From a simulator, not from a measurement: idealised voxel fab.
Module name: voxel self aligned contacts (process module)
In the cross-section labelled cut, the width is 225 nm and each square cell is 5 nm.
A cross-section is written here as square cells arranged in a grid, and it is given in bands from the top down, each band taking up one or more rows of cells.
Heights first: top, then bottom, in nm. Then materials, left to right, each with a width in nm. "all across" on a single material: fills the band edge to edge. "air": empty space.
Ref level 0: as-received wafer is one material below here. Bottom band extends down with no lower bound ("0 down").
Read "30..40" as a graded width: first number on top, second number at the bottom, same change between each pair of neighbouring rows.
Where the words "no alterations made" appear for a step, the cross-section shows no cell changed by that step; every cell remained as before.
The list in "Closed void register" covers empty spaces of 8 cells or more that cannot reach the top through any open way, and it gives each as width x height at distance; the distance is from the left edge, and width, height and distance are in nm.
The remark found on a step's line after its settings is issued by the simulator itself and pertains to that step.
Steps that use a mask can have "overlay nm" on their line. It says how far the mask sat to the right of where it was meant to be. Negative means to the left.

Steps planned for the process
1. RECEIVE, material Si
2. CONFORMAL_DEP, material SiO2, thk nm 5
3. DIRECTIONAL_DEP, material polySi, thk nm 20
4. DIRECTIONAL_DEP, material SiN, thk nm 20
5. PATTERN, tone cover, mask id GATE, material resist, width nm 35, pitch nm 65, thk nm 15, overlay nm 0
6. DIRECTIONAL_ETCH, etch materials SiN, depth nm 20
7. DIRECTIONAL_ETCH, etch materials polySi, depth nm 20
8. STRIP, etch materials resist
9. CONFORMAL_DEP, material SiN, thk nm 5
10. DIRECTIONAL_ETCH, etch materials SiN, depth nm 5
11. FILL_DEP, material SiO2, thk nm 15
12. CMP, height nm 50
13. PATTERN, tone open, mask id CONTACT, material resist, width nm 30, thk nm 15, overlay nm 0
14. DIRECTIONAL_ETCH, etch materials SiO2, depth nm 50
15. STRIP, etch materials resist
16. CONFORMAL_DEP, material TiN, thk nm 5
17. FILL_DEP, material Ru, thk nm 10
18. CMP, height nm 50
19. CONFORMAL_DEP, material SiCN, thk nm 5
The wafers are alike at the start. At step 13, their width nm differs. The plan lists the first wafer's value.

The first of several wafers, as received after step 1, seen in section
> 0 down: Si all across
> Closed void register: none

First wafer at the end, after step 19
> 55 to 50: SiCN all across
> 50 to 45: 95 of SiO2, 10 of TiN, 10 of Ru, 10 of TiN, 100 of SiO2
> 45 to 25: 55 of SiO2, 45 of SiN, 5 of TiN, 10 of Ru, 5 of TiN, 45 of SiN, 60 of SiO2
> 25 to 5: 55 of SiO2, 5 of SiN, 35 of polySi, 5 of SiN, 5 of TiN, 10 of Ru, 5 of TiN, 5 of SiN, 35 of polySi, 5 of SiN, 60 of SiO2
> 5 to 0: 100 of SiO2, 20 of TiN, 105 of SiO2
> 0 down: Si all across
> Closed void register: none

X-section, last wafer, module end
> 55 to 50: SiCN all across
> 50 to 45: 85 of SiO2, 20 of TiN, 10 of Ru, 25 of TiN, 85 of SiO2
> 45 to 25: 55 of SiO2, 45 of SiN, 5 of TiN, 10 of Ru, 5 of TiN, 45 of SiN, 60 of SiO2
> 25 to 5: 55 of SiO2, 5 of SiN, 35 of polySi, 5 of SiN, 5 of TiN, 10 of Ru, 5 of TiN, 5 of SiN, 35 of polySi, 5 of SiN, 60 of SiO2
> 5 to 0: 100 of SiO2, 20 of TiN, 105 of SiO2
> 0 down: Si all across
> Closed void register: none

Wafer rows, end of module: cells per material gained (+) or lost (-) since receipt; closed voids last
width nm 30 | +18 Ru | +45 SiCN | +88 SiN | +264 SiO2 | +24 TiN | +56 polySi | Closed void register: none
width nm 35 | +18 Ru | +45 SiCN | +88 SiN | +263 SiO2 | +25 TiN | +56 polySi | Closed void register: none
width nm 40 | +18 Ru | +45 SiCN | +88 SiN | +262 SiO2 | +26 TiN | +56 polySi | Closed void register: none
width nm 45 | +18 Ru | +45 SiCN | +88 SiN | +261 SiO2 | +27 TiN | +56 polySi | Closed void register: none
width nm 50 | +18 Ru | +45 SiCN | +88 SiN | +260 SiO2 | +28 TiN | +56 polySi | Closed void register: none
width nm 55 | +18 Ru | +45 SiCN | +88 SiN | +259 SiO2 | +29 TiN | +56 polySi | Closed void register: none
